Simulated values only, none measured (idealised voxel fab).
process module | voxel lift off
cross-section cut | 220 nm wide | cells 5 nm
A cross-section is a grid of square cells, given in bands from the top down. A band is one or more rows of cells.
Each band's line starts with the height of the band's top and of its bottom, in nm. Then come its materials from left to right, each with its width in nm. One material with "throughout" fills the band from edge to edge. "air" is empty space.
Height 0 is the level under which the wafer as received is all one material. The lowest band goes on downwards, as in "0 down".
A width such as "30 to 40" changes by the same amount from each row of cells to the next, from the band's top row to its bottom row.
"no change" after a step means that no cell of the cross-section changed.
closed voids: empty space of 8 cells or more with no open way to the top, each as width x height at its distance from the left edge, in nm
after a step's settings: what the simulator itself notes on the step
overlay nm, on a step with a mask: how far to the right of its planned place the mask lay; to the left if negative
plan
1 op RECEIVE | material Si
2 op CONFORMAL_DEP | material SiO2 | thk nm 10
3 op PATTERN | tone open | mask id LINES | material resist | width nm 30 | pitch nm 50 | thk nm 25 | overlay nm 0
4 op DIRECTIONAL_DEP | material Ru | thk nm 15
5 op STRIP | etch materials resist
6 op CONFORMAL_DEP | material SiO2 | thk nm 5
as received, after step 1
  0 down: Si throughout
  closed voids: none
first wafer at the end, as planned
  30 to 25: air 65 | SiO2 40 | air 10 | SiO2 40 | air 65
  25 to 15: air 65 | SiO2 5 | Ru 30 | SiO2 5 | air 10 | SiO2 5 | Ru 30 | SiO2 5 | air 65
  15 to 10: SiO2 70 | Ru 30 | SiO2 20 | Ru 30 | SiO2 70
  10 to 0: SiO2 throughout
  0 down: Si throughout
  closed voids: none
second wafer at the end: like start, like plan, one mistake
  30 to 25: air 60 | SiO2 40 | air 10 | SiO2 40 | air 70
  25 to 15: air 60 | SiO2 5 | Ru 30 | SiO2 5 | air 10 | SiO2 5 | Ru 30 | SiO2 5 | air 70
  15 to 10: SiO2 65 | Ru 30 | SiO2 20 | Ru 30 | SiO2 75
  10 to 0: SiO2 throughout
  0 down: Si throughout
  closed voids: none
what went wrong: step 3 ran as: op PATTERN | tone open | mask id LINES | material resist | width nm 30 | pitch nm 50 | thk nm 25 | overlay nm -5
at the end the second wafer has, in cells: as many of each material as the first, in other places
